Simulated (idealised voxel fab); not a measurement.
Process module under the name voxel capacitor over wiring
Cross-section cut spans 170 nm and uses square cells 5 nm in size.
Cross-section spec: square-cell grid; bands listed top down; each band is one or more rows.
Per band: top height and bottom height in nm, followed by the left-to-right materials and their widths in nm; "all across" marks a single material spanning edge to edge, "air" marks empty space.
Zero point of the height axis is 0; under it, received wafer = one material. Lowest band: continues down indefinitely, "from 0 down".
The notation "30->40" denotes a width that varies across the rows of cells in the band, beginning at the first number in the top row, finishing at the second number in the bottom row, and changing by an identical amount from each row to the next.
"changes: none", as given for a step, is the statement that not any cell of the cross-section underwent a change during that step.
"Closed void entries" lists enclosed empty spaces (at least 8 cells, no open path upward to the top), each as width x height at distance from the left edge, in nm.
The remark found on a step's line after its settings is issued by the simulator itself and pertains to that step.
overlay nm: how far to the right of its planned place the mask lay on this masked step (negative: to the left).
Steps in the process plan
1. RECEIVE (material Si)
2. CONFORMAL_DEP (material SiO2; thk nm 15)
3. DIRECTIONAL_DEP (material TiN; thk nm 5)
4. DIRECTIONAL_DEP (material W; thk nm 20)
5. PATTERN (tone cover; mask id METAL_1; material resist; width nm 20; pitch nm 75; thk nm 15; overlay nm 0)
6. DIRECTIONAL_ETCH (etch materials W; depth nm 20)
7. DIRECTIONAL_ETCH (etch materials TiN; depth nm 5)
8. STRIP (etch materials resist)
9. CONFORMAL_DEP (material SiCN; thk nm 5)
10. FILL_DEP (material lowk; thk nm 10)
11. CMP (height nm 40)
12. CONFORMAL_DEP (material SiCN; thk nm 5)
13. DIRECTIONAL_DEP (material lowk; thk nm 20)
14. MASKED_ETCH (tone open; mask id PLUG_1; width nm 15; etch materials lowk; depth nm 20; overlay nm 0)
15. MASKED_ETCH (tone open; mask id PLUG_1; width nm 15; etch materials SiCN; depth nm 5; overlay nm 0)
16. EPI (material Ru; thk nm 10)
17. EPI (material Ru; thk nm 10)
18. EPI (material Ru; thk nm 5)
19. DIRECTIONAL_DEP (material TiN; thk nm 10)
20. DIRECTIONAL_DEP (material SiN; thk nm 5)
21. DIRECTIONAL_DEP (material TiN; thk nm 5)
22. DIRECTIONAL_DEP (material aC; thk nm 15)
23. PATTERN (tone cover; mask id UPPER_PLATE; material resist; width nm 60; thk nm 30; overlay nm 0)
24. DIRECTIONAL_ETCH (etch materials aC; depth nm 15)
25. STRIP (etch materials resist)
26. DIRECTIONAL_ETCH (etch materials TiN; depth nm 5)
27. DIRECTIONAL_ETCH (etch materials SiN; depth nm 5)
28. STRIP (etch materials aC)
29. DIRECTIONAL_DEP (material aC; thk nm 15)
30. PATTERN (tone cover; mask id LOWER_PLATE; material resist; width nm 70; thk nm 30; overlay nm 0)
31. DIRECTIONAL_ETCH (etch materials aC; depth nm 15)
32. STRIP (etch materials resist)
33. DIRECTIONAL_ETCH (etch materials TiN; depth nm 10)
34. STRIP (etch materials aC)
35. FILL_DEP (material SiO2; thk nm 20)
36. CMP (height nm 100)
37. MASKED_ETCH (tone open; mask id PLUG_2; width nm 15; etch materials SiO2; depth nm 15; overlay nm 0)
38. CONFORMAL_DEP (material TiN; thk nm 5)
39. FILL_DEP (material W; thk nm 5)
40. CMP (height nm 100)
41. CONFORMAL_DEP (material SiCN; thk nm 5)
Incoming wafer, cross-sectional view, post step 1
    from 0 down = Si all across
    Closed void entries: none
Module complete - cross-section of the first of two wafers, run according to plan
    from 105 to 100 = SiCN all across
    from 100 to 90 = 50 of SiO2, then 5 of TiN, then 5 of W, then 5 of TiN, then 105 of SiO2
    from 90 to 80 = 50->40 of SiO2, then 15->60 of TiN, then 105->70 of SiO2
    from 80 to 75 = 40 of SiO2, then 60 of SiN, then 70 of SiO2
    from 75 to 65 = 35 of SiO2, then 70 of TiN, then 65 of SiO2
    from 65 to 45 = 40 of lowk, then 15 of Ru, then 115 of lowk
    from 45 to 40 = 40 of SiCN, then 15 of Ru, then 115 of SiCN
    from 40 to 20 = 30 of lowk, then 5 of SiCN, then 20 of W, then 5 of SiCN, then 45 of lowk, then 5 of SiCN, then 20 of W, then 5 of SiCN, then 35 of lowk
    from 20 to 15 = 35 of SiCN, then 20 of TiN, then 55 of SiCN, then 20 of TiN, then 40 of SiCN
    from 15 to 0 = SiO2 all across
    from 0 down = Si all across
    Closed void entries: none
Second wafer cross-section at end of module - shared start and plan with the first, one mistake in the run
    from 105 to 100 = SiCN all across
    from 100 to 90 = 50 of SiO2, then 5 of TiN, then 5 of W, then 5 of TiN, then 105 of SiO2
    from 90 to 80 = 50->45 of SiO2, then 15->55 of TiN, then 105->70 of SiO2
    from 80 to 75 = 45 of SiO2, then 55 of SiN, then 70 of SiO2
    from 75 to 65 = 35 of SiO2, then 70 of TiN, then 65 of SiO2
    from 65 to 45 = 40 of lowk, then 15 of Ru, then 115 of lowk
    from 45 to 40 = 40 of SiCN, then 15 of Ru, then 115 of SiCN
    from 40 to 20 = 30 of lowk, then 5 of SiCN, then 20 of W, then 5 of SiCN, then 45 of lowk, then 5 of SiCN, then 20 of W, then 5 of SiCN, then 35 of lowk
    from 20 to 15 = 35 of SiCN, then 20 of TiN, then 55 of SiCN, then 20 of TiN, then 40 of SiCN
    from 15 to 0 = SiO2 all across
    from 0 down = Si all across
    Closed void entries: none
Processing error: step 23 did not happen as planned, as run it was PATTERN (tone cover; mask id UPPER_PLATE; material resist; width nm 55; thk nm 30; overlay nm 0)
Heads up, by the end the second wafer has more or fewer cells of some materials compared to the first: 1 fewer of SiN | 2 more of SiO2 | 1 fewer of TiN
